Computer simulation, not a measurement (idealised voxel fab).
process module | voxel transistor to metal
cross-section cut | 210 nm wide | cells 5 nm
A cross-section is a grid of square cells, given in bands from the top down. A band is one or more rows of cells.
Each band's line starts with the height of the band's top and of its bottom, in nm. Then come its materials from left to right, each with its width in nm. One material with "throughout" fills the band from edge to edge. "air" is empty space.
Height 0 is the level under which the wafer as received is all one material. The lowest band goes on downwards, as in "0 down".
A width such as "30 to 40" changes by the same amount from each row of cells to the next, from the band's top row to its bottom row.
"no change" after a step means that no cell of the cross-section changed.
closed voids: empty space of 8 cells or more with no open way to the top, each as width x height at its distance from the left edge, in nm
after a step's settings: what the simulator itself notes on the step
overlay nm, on a step with a mask: how far to the right of its planned place the mask lay; to the left if negative
Each pair below shows a cross-section before one step and the cross-section after it, down to the lowest band that changed. The line under each pair gives the step between them, with its settings. The pairs can come from different runs of this module on the same starting wafer, so a pair continues from the pair above only where its "before" says so.
before
  50 to 35: aC throughout
  35 to 20: SiO2 throughout
  20 to 10: SiO2 85 | lowk 5 | HfO2 5 | TiN 5 | W 10 | TiN 5 | HfO2 5 | lowk 5 | SiO2 85
  10 to 5: lowk 50 | SiO2 35 | lowk 5 | HfO2 5 | TiN 5 | W 10 | TiN 5 | HfO2 5 | lowk 5 | SiO2 35 | lowk 50
  5 to 0: SiO2 45 | lowk 45 | HfO2 5 | TiN 20 | HfO2 5 | lowk 45 | SiO2 45
  0 to -5: SiO2 85 | HfO2 40 | SiO2 85
  -5 to -25: SiO2 50 | Si 110 | SiO2 50
  -25 down: Si throughout
  closed voids: none
after
  85 to 50: resist 60 | air 15 | resist 60 | air 15 | resist 60
  below 50: unchanged
  closed voids: none
the step between: op PATTERN | tone open | mask id CONTACT | material resist | width nm 15 | pitch nm 75 | thk nm 35 | overlay nm 0
before: the cross-section after the pair above
after
  70 to 50: resist 60 | air 15 | resist 60 | air 15 | resist 60
  50 to 35: aC 60 | air 15 | aC 60 | air 15 | aC 60
  below 35: unchanged
  closed voids: none
the step between: op DIRECTIONAL_ETCH | etch materials aC | depth nm 15
before: the cross-section after the pair above
after
  50 to 35: aC 60 | air 15 | aC 60 | air 15 | aC 60
  below 35: unchanged
  closed voids: none
the step between: op STRIP | etch materials resist
before: the cross-section after the pair above
after
  50 to 35: aC 60 | air 15 | aC 60 | air 15 | aC 60
  35 to 20: SiO2 60 | air 15 | SiO2 60 | air 15 | SiO2 60
  20 to 10: SiO2 60 | air 15 | SiO2 10 | lowk 5 | HfO2 5 | TiN 5 | W 10 | TiN 5 | HfO2 5 | lowk 5 | SiO2 10 | air 15 | SiO2 60
  10 to 5: lowk 50 | SiO2 10 | air 15 | SiO2 10 | lowk 5 | HfO2 5 | TiN 5 | W 10 | TiN 5 | HfO2 5 | lowk 5 | SiO2 10 | air 15 | SiO2 10 | lowk 50
  below 5: unchanged
  closed voids: none
the step between: op DIRECTIONAL_ETCH | etch materials SiO2 | depth nm 40
before: the cross-section after the pair above
after
  35 to 20: SiO2 60 | air 15 | SiO2 60 | air 15 | SiO2 60
  below 20: unchanged
  closed voids: none
the step between: op STRIP | etch materials aC
before: the cross-section after the pair above
after
  40 to 35: TiN 65 | air 5 | TiN 70 | air 5 | TiN 65
  35 to 20: SiO2 60 | TiN 5 | air 5 | TiN 5 | SiO2 60 | TiN 5 | air 5 | TiN 5 | SiO2 60
  20 to 10: SiO2 60 | TiN 5 | air 5 | TiN 5 | SiO2 10 | lowk 5 | HfO2 5 | TiN 5 | W 10 | TiN 5 | HfO2 5 | lowk 5 | SiO2 10 | TiN 5 | air 5 | TiN 5 | SiO2 60
  10 to 5: lowk 50 | SiO2 10 | TiN 15 | SiO2 10 | lowk 5 | HfO2 5 | TiN 5 | W 10 | TiN 5 | HfO2 5 | lowk 5 | SiO2 10 | TiN 15 | SiO2 10 | lowk 50
  below 5: unchanged
  closed voids: none
the step between: op CONFORMAL_DEP | material TiN | thk nm 5
before: the cross-section after the pair above
after
  50 to 40: Ru throughout
  40 to 35: TiN 65 | Ru 5 | TiN 70 | Ru 5 | TiN 65
  35 to 20: SiO2 60 | TiN 5 | Ru 5 | TiN 5 | SiO2 60 | TiN 5 | Ru 5 | TiN 5 | SiO2 60
  20 to 10: SiO2 60 | TiN 5 | Ru 5 | TiN 5 | SiO2 10 | lowk 5 | HfO2 5 | TiN 5 | W 10 | TiN 5 | HfO2 5 | lowk 5 | SiO2 10 | TiN 5 | Ru 5 | TiN 5 | SiO2 60
  below 10: unchanged
  closed voids: none
the step between: op FILL_DEP | material Ru | thk nm 10
before: the cross-section after the pair above
after
  35 to 20: SiO2 60 | TiN 5 | Ru 5 | TiN 5 | SiO2 60 | TiN 5 | Ru 5 | TiN 5 | SiO2 60
  below 20: unchanged
  closed voids: none
the step between: op CMP | height nm 35
before: the cross-section after the pair above
after
  40 to 35: SiCN throughout
  below 35: unchanged
  closed voids: none
the step between: op CONFORMAL_DEP | material SiCN | thk nm 5
before: the cross-section after the pair above
after
  65 to 40: lowk throughout
  below 40: unchanged
  closed voids: none
the step between: op DIRECTIONAL_DEP | material lowk | thk nm 25
before: the cross-section after the pair above
after
  65 to 40: lowk 60 | air 15 | lowk 60 | air 15 | lowk 60
  below 40: unchanged
  closed voids: none
the step between: op MASKED_ETCH | tone open | mask id METAL_1 | width nm 15 | pitch nm 75 | etch materials lowk | depth nm 25 | overlay nm 0
before: the cross-section after the pair above
after
  65 to 40: lowk 60 | air 15 | lowk 60 | air 15 | lowk 60
  40 to 35: SiCN 60 | air 15 | SiCN 60 | air 15 | SiCN 60
  below 35: unchanged
  closed voids: none
the step between: op MASKED_ETCH | tone open | mask id METAL_1 | width nm 15 | pitch nm 75 | etch materials SiCN | depth nm 5 | overlay nm 0
before: the cross-section after the pair above
after
  70 to 65: TiN 65 | air 5 | TiN 70 | air 5 | TiN 65
  65 to 40: lowk 60 | TiN 5 | air 5 | TiN 5 | lowk 60 | TiN 5 | air 5 | TiN 5 | lowk 60
  40 to 35: SiCN 60 | TiN 15 | SiCN 60 | TiN 15 | SiCN 60
  below 35: unchanged
  closed voids: none
the step between: op CONFORMAL_DEP | material TiN | thk nm 5
before: the cross-section after the pair above
after
  80 to 70: Cu throughout
  70 to 65: TiN 65 | Cu 5 | TiN 70 | Cu 5 | TiN 65
  65 to 40: lowk 60 | TiN 5 | Cu 5 | TiN 5 | lowk 60 | TiN 5 | Cu 5 | TiN 5 | lowk 60
  below 40: unchanged
  closed voids: none
the step between: op FILL_DEP | material Cu | thk nm 10
before: the cross-section after the pair above
after
  65 to 40: lowk 60 | TiN 5 | Cu 5 | TiN 5 | lowk 60 | TiN 5 | Cu 5 | TiN 5 | lowk 60
  below 40: unchanged
  closed voids: none
the step between: op CMP | height nm 65
before: the cross-section after the pair above
after
  70 to 65: SiN throughout
  below 65: unchanged
  closed voids: none
the step between: op CONFORMAL_DEP | material SiN | thk nm 5
before
  50 to 35: aC throughout
  35 to 20: SiO2 throughout
  20 to 10: SiO2 85 | SiN 5 | HfO2 5 | TiN 5 | W 10 | TiN 5 | HfO2 5 | SiN 5 | SiO2 85
  10 to 5: SiO2 70 | pSi 15 | SiN 5 | HfO2 5 | TiN 5 | W 10 | TiN 5 | HfO2 5 | SiN 5 | pSi 15 | SiO2 70
  5 to 0: SiO2 45 | SiN 5 | SiO2 20 | pSi 15 | SiN 5 | HfO2 5 | TiN 20 | HfO2 5 | SiN 5 | pSi 15 | SiO2 20 | SiN 5 | SiO2 45
  0 to -5: SiO2 70 | pSi 15 | HfO2 40 | pSi 15 | SiO2 70
  -5 to -20: SiO2 50 | pSi 35 | Si 40 | pSi 35 | SiO2 50
  -20 to -25: SiO2 50 | Si 110 | SiO2 50
  -25 down: Si throughout
  closed voids: none
after
  85 to 50: air 60 | resist 15 | air 60 | resist 15 | air 60
  below 50: unchanged
  closed voids: none
the step between: op PATTERN | tone cover | mask id CONTACT | material resist | width nm 15 | pitch nm 75 | thk nm 35 | overlay nm 0
before: the cross-section after the pair above
after
  70 to 50: air 60 | resist 15 | air 60 | resist 15 | air 60
  50 to 35: air 60 | aC 15 | air 60 | aC 15 | air 60
  below 35: unchanged
  closed voids: none
the step between: op DIRECTIONAL_ETCH | etch materials aC | depth nm 15
before: the cross-section after the pair above
after
  50 to 35: air 60 | aC 15 | air 60 | aC 15 | air 60
  below 35: unchanged
  closed voids: none
the step between: op STRIP | etch materials resist
before: the cross-section after the pair above
after
  50 to 35: air 60 | aC 15 | air 60 | aC 15 | air 60
  35 to 20: air 60 | SiO2 15 | air 60 | SiO2 15 | air 60
  20 to 10: air 60 | SiO2 15 | air 10 | SiN 5 | HfO2 5 | TiN 5 | W 10 | TiN 5 | HfO2 5 | SiN 5 | air 10 | SiO2 15 | air 60
  10 to 5: air 60 | SiO2 10 | pSi 15 | SiN 5 | HfO2 5 | TiN 5 | W 10 | TiN 5 | HfO2 5 | SiN 5 | pSi 15 | SiO2 10 | air 60
  5 to 0: air 45 | SiN 5 | air 10 | SiO2 10 | pSi 15 | SiN 5 | HfO2 5 | TiN 20 | HfO2 5 | SiN 5 | pSi 15 | SiO2 10 | air 10 | SiN 5 | air 45
  0 to -5: air 45 | SiO2 5 | air 10 | SiO2 10 | pSi 15 | HfO2 40 | pSi 15 | SiO2 10 | air 10 | SiO2 5 | air 45
  below -5: unchanged
  closed voids: none
the step between: op DIRECTIONAL_ETCH | etch materials SiO2 | depth nm 40
before: the cross-section after the pair above
after
  35 to 20: air 60 | SiO2 15 | air 60 | SiO2 15 | air 60
  below 20: unchanged
  closed voids: none
the step between: op STRIP | etch materials aC
before: the cross-section after the pair above
after
  40 to 35: air 55 | TiN 25 | air 50 | TiN 25 | air 55
  35 to 25: air 55 | TiN 5 | SiO2 15 | TiN 5 | air 50 | TiN 5 | SiO2 15 | TiN 5 | air 55
  25 to 20: air 55 | TiN 5 | SiO2 15 | TiN 60 | SiO2 15 | TiN 5 | air 55
  20 to 10: air 55 | TiN 5 | SiO2 15 | TiN 10 | SiN 5 | HfO2 5 | TiN 5 | W 10 | TiN 5 | HfO2 5 | SiN 5 | TiN 10 | SiO2 15 | TiN 5 | air 55
  10 to 5: air 40 | TiN 20 | SiO2 10 | pSi 15 | SiN 5 | HfO2 5 | TiN 5 | W 10 | TiN 5 | HfO2 5 | SiN 5 | pSi 15 | SiO2 10 | TiN 20 | air 40
  5 to 0: air 40 | TiN 5 | SiN 5 | TiN 10 | SiO2 10 | pSi 15 | SiN 5 | HfO2 5 | TiN 20 | HfO2 5 | SiN 5 | pSi 15 | SiO2 10 | TiN 10 | SiN 5 | TiN 5 | air 40
  0 to -5: TiN 45 | SiO2 5 | TiN 10 | SiO2 10 | pSi 15 | HfO2 40 | pSi 15 | SiO2 10 | TiN 10 | SiO2 5 | TiN 45
  below -5: unchanged
  closed voids: none
the step between: op CONFORMAL_DEP | material TiN | thk nm 5
before: the cross-section after the pair above
after
  50 to 40: Ru throughout
  40 to 35: Ru 55 | TiN 25 | Ru 50 | TiN 25 | Ru 55
  35 to 25: Ru 55 | TiN 5 | SiO2 15 | TiN 5 | Ru 50 | TiN 5 | SiO2 15 | TiN 5 | Ru 55
  25 to 20: Ru 55 | TiN 5 | SiO2 15 | TiN 60 | SiO2 15 | TiN 5 | Ru 55
  20 to 10: Ru 55 | TiN 5 | SiO2 15 | TiN 10 | SiN 5 | HfO2 5 | TiN 5 | W 10 | TiN 5 | HfO2 5 | SiN 5 | TiN 10 | SiO2 15 | TiN 5 | Ru 55
  10 to 5: Ru 40 | TiN 20 | SiO2 10 | pSi 15 | SiN 5 | HfO2 5 | TiN 5 | W 10 | TiN 5 | HfO2 5 | SiN 5 | pSi 15 | SiO2 10 | TiN 20 | Ru 40
  5 to 0: Ru 40 | TiN 5 | SiN 5 | TiN 10 | SiO2 10 | pSi 15 | SiN 5 | HfO2 5 | TiN 20 | HfO2 5 | SiN 5 | pSi 15 | SiO2 10 | TiN 10 | SiN 5 | TiN 5 | Ru 40
  below 0: unchanged
  closed voids: none
the step between: op FILL_DEP | material Ru | thk nm 10
before: the cross-section after the pair above
after
  35 to 25: Ru 55 | TiN 5 | SiO2 15 | TiN 5 | Ru 50 | TiN 5 | SiO2 15 | TiN 5 | Ru 55
  below 25: unchanged
  closed voids: none
the step between: op CMP | height nm 35
before: the cross-section after the pair above
after
  40 to 35: SiCN throughout
  below 35: unchanged
  closed voids: none
the step between: op CONFORMAL_DEP | material SiCN | thk nm 5
before: the cross-section after the pair above
after
  65 to 40: lowk throughout
  below 40: unchanged
  closed voids: none
the step between: op DIRECTIONAL_DEP | material lowk | thk nm 25
before: the cross-section after the pair above
after
  65 to 40: lowk 60 | air 15 | lowk 60 | air 15 | lowk 60
  below 40: unchanged
  closed voids: none
the step between: op MASKED_ETCH | tone open | mask id METAL_1 | width nm 15 | pitch nm 75 | etch materials lowk | depth nm 25 | overlay nm 0
before: the cross-section after the pair above
after
  65 to 40: lowk 60 | air 15 | lowk 60 | air 15 | lowk 60
  40 to 35: SiCN 60 | air 15 | SiCN 60 | air 15 | SiCN 60
  below 35: unchanged
  closed voids: none
the step between: op MASKED_ETCH | tone open | mask id METAL_1 | width nm 15 | pitch nm 75 | etch materials SiCN | depth nm 5 | overlay nm 0
before: the cross-section after the pair above
after
  70 to 65: TiN 65 | air 5 | TiN 70 | air 5 | TiN 65
  65 to 40: lowk 60 | TiN 5 | air 5 | TiN 5 | lowk 60 | TiN 5 | air 5 | TiN 5 | lowk 60
  40 to 35: SiCN 60 | TiN 15 | SiCN 60 | TiN 15 | SiCN 60
  below 35: unchanged
  closed voids: none
the step between: op CONFORMAL_DEP | material TiN | thk nm 5
before: the cross-section after the pair above
after
  80 to 70: Cu throughout
  70 to 65: TiN 65 | Cu 5 | TiN 70 | Cu 5 | TiN 65
  65 to 40: lowk 60 | TiN 5 | Cu 5 | TiN 5 | lowk 60 | TiN 5 | Cu 5 | TiN 5 | lowk 60
  below 40: unchanged
  closed voids: none
the step between: op FILL_DEP | material Cu | thk nm 10
before: the cross-section after the pair above
after
  65 to 40: lowk 60 | TiN 5 | Cu 5 | TiN 5 | lowk 60 | TiN 5 | Cu 5 | TiN 5 | lowk 60
  below 40: unchanged
  closed voids: none
the step between: op CMP | height nm 65
before: the cross-section after the pair above
after
  70 to 65: SiN throughout
  below 65: unchanged
  closed voids: none
the step between: op CONFORMAL_DEP | material SiN | thk nm 5
